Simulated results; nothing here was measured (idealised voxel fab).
Presented below is a process module, voxel plated lines.
Square cell edge 5 nm, section width 245 nm, ID cut.
For the purposes of this document, a cross-section shall be understood as a grid of square cells, specified as bands listed in top-to-bottom order, each band consisting of one or more rows of cells. For a band, the entry starts with two heights in nm, that of the top and then that of the bottom, and carries on with the band's materials in order from left to right, each alongside its width in nm; the word "edge to edge" beside a single material means it fills the band edge to edge, and "air" means empty space. Where do heights start? At 0: under that level the wafer as delivered is made of one material only. And the lowest band has no floor; it just carries on downward, as in "0 nm and below". Width spec "30..40" -> top row of cells at first value, bottom row at second value, equal per-row change in between. Step marked "no alterations made"? Then no cell in the cross-section changed in it. Voids not open to the top, 8 cells minimum: see "Closed void table". Written width x height at distance; distance is from the left edge; nm. Note: text after step settings on the step line = simulator remark on that step. overlay nm: for a step with a mask, the amount by which the mask lay right of where it was planned; a negative amount means left of it.
[The following list gives the planned process steps]
1 RECEIVE,material Si
2 CONFORMAL_DEP,material SiN,thk nm 15
3 DIRECTIONAL_DEP,material TiN,thk nm 5
4 PATTERN,tone open,mask id LINES,material resist,width nm 20,pitch nm 45,thk nm 15,overlay nm 0
5 EPI,material Ru,thk nm 10
6 STRIP,etch materials resist
7 DIRECTIONAL_ETCH,etch materials TiN,depth nm 5
8 CONFORMAL_DEP,material SiO2,thk nm 5
[Run as planned: first of two wafers]
[Cross-sectional view of the wafer in its as-received condition, corresponding to the state after step 1]
  0 nm and below | Si edge to edge
  Closed void table: none
[Sectional view: wafer, after step 2]
  15 nm to 0 nm | SiN edge to edge
  At heights below 0, the structure remains unaltered.
[Sectional view: wafer, after step 3]
  20 nm to 15 nm | TiN edge to edge
  At heights below 15, the structure remains unaltered.
[Sectional view: wafer, after step 4]
  35 nm to 20 nm | resist 45; air 20; resist 25; air 20; resist 25; air 20; resist 25; air 20; resist 45
  At heights below 20, the structure remains unaltered.
[Sectional view: wafer, after step 5]
  35 nm to 30 nm | resist 45; air 20; resist 25; air 20; resist 25; air 20; resist 25; air 20; resist 45
  30 nm to 20 nm | resist 45; Ru 20; resist 25; Ru 20; resist 25; Ru 20; resist 25; Ru 20; resist 45
  At heights below 20, the structure remains unaltered.
[Sectional view: wafer, after step 6]
  30 nm to 20 nm | air 45; Ru 20; air 25; Ru 20; air 25; Ru 20; air 25; Ru 20; air 45
  At heights below 20, the structure remains unaltered.
[Sectional view: wafer, after step 7]
  30 nm to 20 nm | air 45; Ru 20; air 25; Ru 20; air 25; Ru 20; air 25; Ru 20; air 45
  20 nm to 15 nm | air 45; TiN 20; air 25; TiN 20; air 25; TiN 20; air 25; TiN 20; air 45
  At heights below 15, the structure remains unaltered.
[Sectional view: wafer, after step 8]
  35 nm to 30 nm | air 40; SiO2 30; air 15; SiO2 30; air 15; SiO2 30; air 15; SiO2 30; air 40
  30 nm to 20 nm | air 40; SiO2 5; Ru 20; SiO2 5; air 15; SiO2 5; Ru 20; SiO2 5; air 15; SiO2 5; Ru 20; SiO2 5; air 15; SiO2 5; Ru 20; SiO2 5; air 40
  20 nm to 15 nm | SiO2 45; TiN 20; SiO2 25; TiN 20; SiO2 25; TiN 20; SiO2 25; TiN 20; SiO2 45
  At heights below 15, the structure remains unaltered.
[Second Wafer (Identical Start and Plan, One Processing Error; Matches First Wafer Through Step 7)]
when step 8 should have ended: no alterations made
Where did the run depart from the plan? step 8 of the plan never got run, it was skipped over
Final cells, second wafer relative to first, materials higher or lower: SiO2: 73 fewer
